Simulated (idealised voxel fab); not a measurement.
process module | voxel local oxidation
cross-section cut | 210 nm wide | cells 5 nm
A cross-section is a grid of square cells, given in bands from the top down. A band is one or more rows of cells.
Each band's line starts with the height of the band's top and of its bottom, in nm. Then come its materials from left to right, each with its width in nm. One material with "throughout" fills the band from edge to edge. "air" is empty space.
Height 0 is the level under which the wafer as received is all one material. The lowest band goes on downwards, as in "0 down".
A width such as "30 to 40" changes by the same amount from each row of cells to the next, from the band's top row to its bottom row.
"no change" after a step means that no cell of the cross-section changed.
closed voids: empty space of 8 cells or more with no open way to the top, each as width x height at its distance from the left edge, in nm
after a step's settings: what the simulator itself notes on the step
overlay nm, on a step with a mask: how far to the right of its planned place the mask lay; to the left if negative
plan
1 op RECEIVE | material Si
2 op CONFORMAL_DEP | material SiO2 | thk nm 5
3 op CONFORMAL_DEP | material SiN | thk nm 10
4 op DIRECTIONAL_DEP | material aC | thk nm 10
5 op PATTERN | tone cover | mask id ACTIVE | material resist | width nm 125 | thk nm 25 | overlay nm 0
6 op DIRECTIONAL_ETCH | etch materials aC | depth nm 10
7 op STRIP | etch materials resist
8 op DIRECTIONAL_ETCH | etch materials SiN | depth nm 10
9 op STRIP | etch materials aC
10 op SELECTIVE_ETCH | etch materials SiO2 | depth nm 5
11 op OXIDIZE | depth nm 15
12 op STRIP | etch materials SiN
first wafer, as planned
as received, after step 1
  0 down: Si throughout
  closed voids: none
after step 2
  5 to 0: SiO2 throughout
  below 0: unchanged
after step 3
  15 to 5: SiN throughout
  below 5: unchanged
after step 4
  25 to 15: aC throughout
  below 15: unchanged
after step 5
  50 to 25: air 40 | resist 125 | air 45
  below 25: unchanged
after step 6
  40 to 25: air 40 | resist 125 | air 45
  25 to 15: air 40 | aC 125 | air 45
  below 15: unchanged
after step 7
  25 to 15: air 40 | aC 125 | air 45
  below 15: unchanged
after step 8
  25 to 15: air 40 | aC 125 | air 45
  15 to 5: air 40 | SiN 125 | air 45
  below 5: unchanged
after step 9
  15 to 5: air 40 | SiN 125 | air 45
  below 5: unchanged
after step 10
  15 to 5: air 40 | SiN 125 | air 45
  5 to 0: air 45 | SiO2 115 | air 50
  below 0: unchanged
after step 11
  15 to 5: air 40 | SiN 125 | air 45
  5 to 0: air 45 | SiO2 115 | air 50
  0 to -15: SiO2 60 | Si 85 | SiO2 65
  below -15: unchanged
after step 12
  5 to 0: air 45 | SiO2 115 | air 50
  below 0: unchanged
second wafer: like start, like plan, one mistake. Through step 2 it matches the first wafer
when step 3 should have ended
  15 to 0: SiO2 throughout
  below 0: unchanged
when step 4 should have ended
  25 to 15: aC throughout
  below 15: unchanged
when step 5 should have ended
  50 to 25: air 40 | resist 125 | air 45
  below 25: unchanged
when step 6 should have ended
  40 to 25: air 40 | resist 125 | air 45
  25 to 15: air 40 | aC 125 | air 45
  below 15: unchanged
when step 7 should have ended
  25 to 15: air 40 | aC 125 | air 45
  below 15: unchanged
when step 8 should have ended: no change
when step 9 should have ended
  15 to 0: SiO2 throughout
  below 0: unchanged
when step 10 should have ended
  10 to 0: SiO2 throughout
  below 0: unchanged
when step 11 should have ended: no change
when step 12 should have ended: no change
what went wrong: step 3 ran as: op CONFORMAL_DEP | material SiO2 | thk nm 10
at the end the second wafer has, in cells: 75 more of Si | 14 fewer of SiO2
